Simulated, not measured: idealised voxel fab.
Herein follows the process module entitled voxel fin reveal.
215 nm wide, 5 nm square cells: that's cross-section cut.
A cross-section is a grid of square cells, given in bands from the top down. A band is one or more rows of cells. Band: top height; bottom height; in nm. Then, left to right: material with width in nm, for each material. "all across": a single material spanning edge to edge. "blank": empty space. A quick word on heights: they are counted from 0, and under that level the wafer as it came to us is one material throughout. The lowest band is different from the rest in having no bottom; it simply continues downward, written as in "0 and below". A width given as "30..40" starts at the first number in the band's top row and ends at the second number in its bottom row, shifting by an equal amount at every step from row to row. Reading "identical to before" for a step: not a cell of the cross-section changed in it. Look at "Enclosed empty spaces" for the closed voids: empty spaces with no open path to the top, sized 8 cells or up. Each is width x height at distance, distance from the left edge, all nm. Heads up: the bit after the settings on a step's line is the simulator's remark on that step. A step line may carry the setting "overlay nm", which, for steps involving a mask, states the distance by which the mask lay to the right of its intended position; negative values denote displacement to the left.

Process steps foreseen in the plan
1) op RECEIVE | material Si
2) op CONFORMAL_DEP | material SiN | thk nm 5
3) op PATTERN | tone cover | mask id FINS | material resist | width nm 15 | pitch nm 45 | thk nm 15 | overlay nm 0
4) op DIRECTIONAL_ETCH | etch materials SiN | depth nm 5
5) op DIRECTIONAL_ETCH | etch materials Si | depth nm 30
6) op STRIP | etch materials resist
7) op FILL_DEP | material SiO2 | thk nm 10
8) op CMP | height nm 5
9) op SELECTIVE_ETCH | etch materials SiO2 | depth nm 20
10) op STRIP | etch materials SiN

as received, after step 1
* 0 and below  Si all across
* Enclosed empty spaces: none

Wafer at module end, in section. Began as above, planned as above, run with one mistake
* 0 down to -15  blank 85 nm | Si 15 nm | blank 30 nm | Si 15 nm | blank 70 nm
* -15 down to -30  SiO2 85 nm | Si 15 nm | SiO2 30 nm | Si 15 nm | SiO2 70 nm
* -30 and below  Si all across
* Enclosed empty spaces: none
Error vs. plan: for step 3, the planned setting was not used; the step was instead run as op PATTERN | tone cover | mask id FINS | material resist | width nm 15 | pitch nm 45 | thk nm 15 | overlay nm 10
